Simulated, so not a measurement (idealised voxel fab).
Name of the process module below: voxel air gaps
Square cells of 5 nm make up the cross-section cut, whose width is 155 nm.
Reading order for cross-sections: top band down to bottom band. Underlying form: a grid of square cells. Band size: one or more rows of cells.
Heights first: top, then bottom, in nm. Then materials, left to right, each with a width in nm. "everywhere" on a single material: fills the band edge to edge. "empty": empty space.
For the purposes of this specification, 0 denotes the height below which the wafer in its as-received condition is composed wholly of one material, and the lowermost band, lacking a lower limit, extends downward without end, as expressed in "0 down".
Width spec "30 to 40" -> top row of cells at first value, bottom row at second value, equal per-row change in between.
What does "no modifications" mean for a step? It means no cell of the cross-section changed in that step.
You'll see "Completely sealed voids" listing empty spaces that have no way open to the top, as long as they're 8 cells or more; the notation is width x height at distance, where the distance is from the left edge, and all of it is in nm.
On a step's line, text after the settings is the simulator commenting on that step.
On any step carrying a mask, the "overlay nm" setting, if present on the step's line, tells how far right of its planned place the mask lay; negative values point to the left.

These are the steps we planned for the process:
1,RECEIVE, material Si
2,CONFORMAL_DEP, material SiO2, thk nm 15
3,CONFORMAL_DEP, material SiN, thk nm 5
4,DIRECTIONAL_DEP, material lowk, thk nm 35
5,DIRECTIONAL_DEP, material aC, thk nm 10
6,PATTERN, tone open, mask id LINES, material resist, width nm 15, pitch nm 40, thk nm 30, overlay nm 0
7,DIRECTIONAL_ETCH, etch materials aC, depth nm 10
8,STRIP, etch materials resist
9,DIRECTIONAL_ETCH, etch materials lowk, depth nm 35
10,STRIP, etch materials aC
11,CONFORMAL_DEP, material TiN, thk nm 5
12,FILL_DEP, material Ru, thk nm 5
13,CMP, height nm 55
14,EPI, material Ru, thk nm 10
15,SELECTIVE_ETCH, etch materials lowk, depth nm 45
16,CONFORMAL_DEP, material SiN, thk nm 5

So this is the incoming wafer in cross-section - it's already been through step 1:
    0 down: Si everywhere
    Completely sealed voids: none

The first of the two wafers as seen in cross-section once the module was finished; processing followed the plan:
    70 to 65: empty 15 nm, then SiN 125 nm, then empty 15 nm
    65 to 55: empty 15 nm, then SiN 5 nm, then Ru 35 nm, then SiN 5 nm, then Ru 35 nm, then SiN 5 nm, then Ru 35 nm, then SiN 5 nm, then empty 15 nm
    55 to 50: empty 15 nm, then SiN 15 nm, then TiN 5 nm, then Ru 5 nm, then TiN 5 nm, then SiN 25 nm, then TiN 5 nm, then Ru 5 nm, then TiN 5 nm, then SiN 25 nm, then TiN 5 nm, then Ru 5 nm, then TiN 5 nm, then SiN 15 nm, then empty 15 nm
    50 to 25: empty 25 nm, then SiN 5 nm, then TiN 5 nm, then Ru 5 nm, then TiN 5 nm, then SiN 5 nm, then empty 15 nm, then SiN 5 nm, then TiN 5 nm, then Ru 5 nm, then TiN 5 nm, then SiN 5 nm, then empty 15 nm, then SiN 5 nm, then TiN 5 nm, then Ru 5 nm, then TiN 5 nm, then SiN 5 nm, then empty 25 nm
    25 to 20: SiN 30 nm, then TiN 15 nm, then SiN 25 nm, then TiN 15 nm, then SiN 25 nm, then TiN 15 nm, then SiN 30 nm
    20 to 15: SiN everywhere
    15 to 0: SiO2 everywhere
    0 down: Si everywhere
    Completely sealed voids: 15 x 25 at 50; 15 x 25 at 90

Second wafer through the module, sectioned at the end: same beginning and same plan as the first wafer, with one mistake in carrying it out:
    70 to 65: empty 15 nm, then SiN 125 nm, then empty 15 nm
    65 to 55: empty 15 nm, then SiN 5 nm, then Ru 35 nm, then SiN 5 nm, then Ru 35 nm, then SiN 5 nm, then Ru 35 nm, then SiN 5 nm, then empty 15 nm
    55 to 50: empty 15 nm, then SiN 15 nm, then TiN 5 nm, then Ru 5 nm, then TiN 5 nm, then SiN 25 nm, then TiN 5 nm, then Ru 5 nm, then TiN 5 nm, then SiN 25 nm, then TiN 5 nm, then Ru 5 nm, then TiN 5 nm, then SiN 15 nm, then empty 15 nm
    50 to 40: empty 25 nm, then SiN 5 nm, then TiN 5 nm, then Ru 5 nm, then TiN 5 nm, then SiN 5 nm, then empty 15 nm, then SiN 5 nm, then TiN 5 nm, then Ru 5 nm, then TiN 5 nm, then SiN 5 nm, then empty 15 nm, then SiN 5 nm, then TiN 5 nm, then Ru 5 nm, then TiN 5 nm, then SiN 5 nm, then empty 25 nm
    40 to 35: SiN 30 nm, then TiN 15 nm, then SiN 25 nm, then TiN 15 nm, then SiN 25 nm, then TiN 15 nm, then SiN 30 nm
    35 to 30: SiN everywhere
    30 to 0: SiO2 everywhere
    0 down: Si everywhere
    Completely sealed voids: none
Error vs. plan: step 2, plan: ran twice
Wafer comparison, final, in cells, second relative to first, materials more or fewer: Ru: 9 fewer; SiN: 18 fewer; SiO2: 93 more; TiN: 18 fewer
The closed voids present at the end amount to 2 for the first wafer and 0 for the second wafer.
